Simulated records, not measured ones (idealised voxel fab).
The document below concerns the process module designated voxel ribs on slabs.
It is cross-section cut that appears here, measuring 165 nm in width, its square cells being 5 nm in size.
When this document writes out a cross-section, it uses a grid of square cells and lists it as bands, beginning at the top and moving down, with a band standing for one or more rows of cells. Look at the band entry: it leads with the top's height and the bottom's height in nm. Then it lists the materials left to right, with a width in nm for each. The word "full width" on a single material says that material fills the band edge to edge. The word "blank" is empty space. Height is counted from the level 0, under which the received wafer is composed throughout of one material. The lowest of the bands is not closed at the bottom but continues downward, in the notation "from 0 down". Graded width ("30->40"): value in top row of band = first number; value in bottom row = second number; row-to-row change constant. "no alterations made" after a step means that no cell of the cross-section changed. "Fully sealed cavities" means: voids of 8 cells or more that are shut off from the top with no open way through. Written width x height at distance, distance from the left edge, in nm. Text after the settings on a step's line: the simulator's own remark on that step. The setting "overlay nm" may be written on the line of a step. When the step uses a mask, the value reports how far to the right of the planned place the mask lay, and a negative value reports that it lay to the left.
**The planned process steps are enumerated hereunder**
1. op RECEIVE | material Si
2. op DIRECTIONAL_DEP | material SiO2 | thk nm 20
3. op DIRECTIONAL_DEP | material SiN | thk nm 15
4. op PATTERN | tone cover | mask id RIB | material resist | width nm 15 | thk nm 20 | overlay nm 0
5. op DIRECTIONAL_ETCH | etch materials SiN | depth nm 5
6. op STRIP | etch materials resist
7. op MASKED_ETCH | tone cover | mask id SLAB | width nm 55 | etch materials SiN | depth nm 10 | overlay nm 0
8. op FILL_DEP | material SiO2 | thk nm 25
9. op CMP | height nm 55
10. op DIRECTIONAL_DEP | material TiN | thk nm 10
11. op DIRECTIONAL_DEP | material aC | thk nm 10
12. op PATTERN | tone cover | mask id HEATER | material resist | width nm 25 | thk nm 30 | overlay nm 0
13. op DIRECTIONAL_ETCH | etch materials aC | depth nm 10
14. op STRIP | etch materials resist
15. op DIRECTIONAL_ETCH | etch materials TiN | depth nm 10
16. op STRIP | etch materials aC
17. op CONFORMAL_DEP | material SiO2 | thk nm 10
**Incoming wafer in cross-section (state: after step 1)**
    from 0 down | Si full width
    Fully sealed cavities: none
**First wafer of two, sectioned at end of module; run went per plan**
    from 75 to 65 | blank 60, then SiO2 45, then blank 60
    from 65 to 55 | SiO2 70, then TiN 25, then SiO2 70
    from 55 to 35 | SiO2 full width
    from 35 to 30 | SiO2 75, then SiN 15, then SiO2 75
    from 30 to 20 | SiO2 55, then SiN 55, then SiO2 55
    from 20 to 0 | SiO2 full width
    from 0 down | Si full width
    Fully sealed cavities: none
**Second wafer through the module, sectioned at the end: same beginning and same plan as the first wafer, with one mistake in carrying it out**
    from 75 to 65 | blank 60, then SiO2 45, then blank 60
    from 65 to 55 | SiO2 70, then TiN 25, then SiO2 70
    from 55 to 30 | SiO2 full width
    from 30 to 20 | SiO2 55, then SiN 20, then SiO2 15, then SiN 20, then SiO2 55
    from 20 to 0 | SiO2 full width
    from 0 down | Si full width
    Fully sealed cavities: none
Heads up, the wafer didn't run the way we planned it: steps 3 and 4 swapped
The closing comparison, in cells, has the second wafer with more or fewer of some materials than the first: SiN -9, SiO2 +9
